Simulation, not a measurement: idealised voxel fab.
Process module under the name voxel air gaps
Each square cell in cross-section cut measures 5 nm, and the section as a whole is 265 nm wide.
A cross-section is a grid of square cells, given in bands from the top down. A band is one or more rows of cells.
This entry defines a band. It first specifies the height of the band's top and the height of its bottom in nm, and then specifies the band's materials from left to right, stating each material with its width in nm. The word "throughout" identifies a single material that fills the band from edge to edge, while the word "blank" identifies empty space.
Note: height 0 marks the level under which the wafer is uniformly one material as received. Lowest band unbounded below, written "0 nm and below".
Graded width ("30..40"): value in top row of band = first number; value in bottom row = second number; row-to-row change constant.
No cell of the cross-section changed in a step that is given as "nothing got changed".
Entry "Non-vented voids" = empty spaces >= 8 cells with no open way to the top; each as width x height at distance, distance from left edge, all nm.
On a step's line, text after the settings is the simulator commenting on that step.
overlay nm: mask right of planned place by this much (step with mask). Neg. = left.
[Planned process steps]
| 1 | RECEIVE: material Si |
| 2 | CONFORMAL_DEP: material SiO2, thk nm 10 |
| 3 | CONFORMAL_DEP: material SiCN, thk nm 5 |
| 4 | DIRECTIONAL_DEP: material lowk, thk nm 40 |
| 5 | MASKED_ETCH: tone open, mask id LINES, width nm 20, pitch nm 45, etch materials lowk, depth nm 40, overlay nm 0 |
| 6 | CONFORMAL_DEP: material TiN, thk nm 5 |
| 7 | FILL_DEP: material W, thk nm 5 |
| 8 | CMP: height nm 55 |
| 9 | EPI: material Ru, thk nm 10 |
| 10 | SELECTIVE_ETCH: etch materials lowk, depth nm 50 |
| 11 | CONFORMAL_DEP: material SiCN, thk nm 5 |
[So, the first of our two wafers, run just as we planned it]
[Cross-section of the wafer upon arrival, representing the state reached after step 1]
  0 nm and below = Si throughout
  Non-vented voids: none
[Cross-section: wafer state after step 2]
  10 nm to 0 nm = SiO2 throughout
  Anything lower than 0 is untouched.
[Cross-section: wafer state after step 3]
  15 nm to 10 nm = SiCN throughout
  Anything lower than 10 is untouched.
[Cross-section: wafer state after step 4]
  55 nm to 15 nm = lowk throughout
  Anything lower than 15 is untouched.
[Cross-section: wafer state after step 5]
  55 nm to 15 nm = lowk 75  blank 20  lowk 25  blank 20  lowk 25  blank 20  lowk 80
  Anything lower than 15 is untouched.
[Cross-section: wafer state after step 6]
  60 nm to 55 nm = TiN 80  blank 10  TiN 35  blank 10  TiN 35  blank 10  TiN 85
  55 nm to 20 nm = lowk 75  TiN 5  blank 10  TiN 5  lowk 25  TiN 5  blank 10  TiN 5  lowk 25  TiN 5  blank 10  TiN 5  lowk 80
  20 nm to 15 nm = lowk 75  TiN 20  lowk 25  TiN 20  lowk 25  TiN 20  lowk 80
  Anything lower than 15 is untouched.
[Cross-section: wafer state after step 7]
  65 nm to 60 nm = W throughout
  60 nm to 55 nm = TiN 80  W 10  TiN 35  W 10  TiN 35  W 10  TiN 85
  55 nm to 20 nm = lowk 75  TiN 5  W 10  TiN 5  lowk 25  TiN 5  W 10  TiN 5  lowk 25  TiN 5  W 10  TiN 5  lowk 80
  Anything lower than 20 is untouched.
[Cross-section: wafer state after step 8]
  55 nm to 20 nm = lowk 75  TiN 5  W 10  TiN 5  lowk 25  TiN 5  W 10  TiN 5  lowk 25  TiN 5  W 10  TiN 5  lowk 80
  Anything lower than 20 is untouched.
[Cross-section: wafer state after step 9]
  65 nm to 55 nm = blank 65  Ru 40  blank 5  Ru 40  blank 5  Ru 40  blank 70
  Anything lower than 55 is untouched.
[Cross-section: wafer state after step 10]
  65 nm to 55 nm = blank 65  Ru 40  blank 5  Ru 40  blank 5  Ru 40  blank 70
  55 nm to 20 nm = blank 75  TiN 5  W 10  TiN 5  blank 25  TiN 5  W 10  TiN 5  blank 25  TiN 5  W 10  TiN 5  blank 80
  20 nm to 15 nm = blank 75  TiN 20  blank 25  TiN 20  blank 25  TiN 20  blank 80
  Anything lower than 15 is untouched.
[Cross-section: wafer state after step 11]
  70 nm to 65 nm = blank 60  SiCN 140  blank 65
  65 nm to 55 nm = blank 60  SiCN 5  Ru 40  SiCN 5  Ru 40  SiCN 5  Ru 40  SiCN 5  blank 65
  55 nm to 50 nm = blank 60  SiCN 15  TiN 5  W 10  TiN 5  SiCN 25  TiN 5  W 10  TiN 5  SiCN 25  TiN 5  W 10  TiN 5  SiCN 15  blank 65
  50 nm to 20 nm = blank 70  SiCN 5  TiN 5  W 10  TiN 5  SiCN 5  blank 15  SiCN 5  TiN 5  W 10  TiN 5  SiCN 5  blank 15  SiCN 5  TiN 5  W 10  TiN 5  SiCN 5  blank 75
  20 nm to 15 nm = SiCN 75  TiN 20  SiCN 25  TiN 20  SiCN 25  TiN 20  SiCN 80
  Anything lower than 15 is untouched.
  Non-vented voids: 15 x 30 at 100; 15 x 30 at 145
[Notes, second wafer: start = first wafer's, plan = first wafer's, execution had one mistake; history identical to first through step 4]
[Here is the second wafer in cross-section at the point where step 5 of the plan should have been done]
  55 nm to 15 nm = lowk 70  blank 20  lowk 25  blank 20  lowk 25  blank 20  lowk 85
  Anything lower than 15 is untouched.
[Here is the second wafer in cross-section at the point where step 6 of the plan should have been done]
  60 nm to 55 nm = TiN 75  blank 10  TiN 35  blank 10  TiN 35  blank 10  TiN 90
  55 nm to 20 nm = lowk 70  TiN 5  blank 10  TiN 5  lowk 25  TiN 5  blank 10  TiN 5  lowk 25  TiN 5  blank 10  TiN 5  lowk 85
  20 nm to 15 nm = lowk 70  TiN 20  lowk 25  TiN 20  lowk 25  TiN 20  lowk 85
  Anything lower than 15 is untouched.
[Here is the second wafer in cross-section at the point where step 7 of the plan should have been done]
  65 nm to 60 nm = W throughout
  60 nm to 55 nm = TiN 75  W 10  TiN 35  W 10  TiN 35  W 10  TiN 90
  55 nm to 20 nm = lowk 70  TiN 5  W 10  TiN 5  lowk 25  TiN 5  W 10  TiN 5  lowk 25  TiN 5  W 10  TiN 5  lowk 85
  Anything lower than 20 is untouched.
[Here is the second wafer in cross-section at the point where step 8 of the plan should have been done]
  55 nm to 20 nm = lowk 70  TiN 5  W 10  TiN 5  lowk 25  TiN 5  W 10  TiN 5  lowk 25  TiN 5  W 10  TiN 5  lowk 85
  Anything lower than 20 is untouched.
[Here is the second wafer in cross-section at the point where step 9 of the plan should have been done]
  65 nm to 55 nm = blank 60  Ru 40  blank 5  Ru 40  blank 5  Ru 40  blank 75
  Anything lower than 55 is untouched.
[Here is the second wafer in cross-section at the point where step 10 of the plan should have been done]
  65 nm to 55 nm = blank 60  Ru 40  blank 5  Ru 40  blank 5  Ru 40  blank 75
  55 nm to 20 nm = blank 70  TiN 5  W 10  TiN 5  blank 25  TiN 5  W 10  TiN 5  blank 25  TiN 5  W 10  TiN 5  blank 85
  20 nm to 15 nm = blank 70  TiN 20  blank 25  TiN 20  blank 25  TiN 20  blank 85
  Anything lower than 15 is untouched.
[Here is the second wafer in cross-section at the point where step 11 of the plan should have been done]
  70 nm to 65 nm = blank 55  SiCN 140  blank 70
  65 nm to 55 nm = blank 55  SiCN 5  Ru 40  SiCN 5  Ru 40  SiCN 5  Ru 40  SiCN 5  blank 70
  55 nm to 50 nm = blank 55  SiCN 15  TiN 5  W 10  TiN 5  SiCN 25  TiN 5  W 10  TiN 5  SiCN 25  TiN 5  W 10  TiN 5  SiCN 15  blank 70
  50 nm to 20 nm = blank 65  SiCN 5  TiN 5  W 10  TiN 5  SiCN 5  blank 15  SiCN 5  TiN 5  W 10  TiN 5  SiCN 5  blank 15  SiCN 5  TiN 5  W 10  TiN 5  SiCN 5  blank 80
  20 nm to 15 nm = SiCN 70  TiN 20  SiCN 25  TiN 20  SiCN 25  TiN 20  SiCN 85
  Anything lower than 15 is untouched.
  Non-vented voids: 15 x 30 at 95; 15 x 30 at 140
The plan and the run diverged here: off-plan run, step 5, actual operation and settings MASKED_ETCH: tone open, mask id LINES, width nm 20, pitch nm 45, etch materials lowk, depth nm 40, overlay nm -5
By the end, you'd get the same cell count for each material on either wafer, but the second wafer puts them somewhere else.
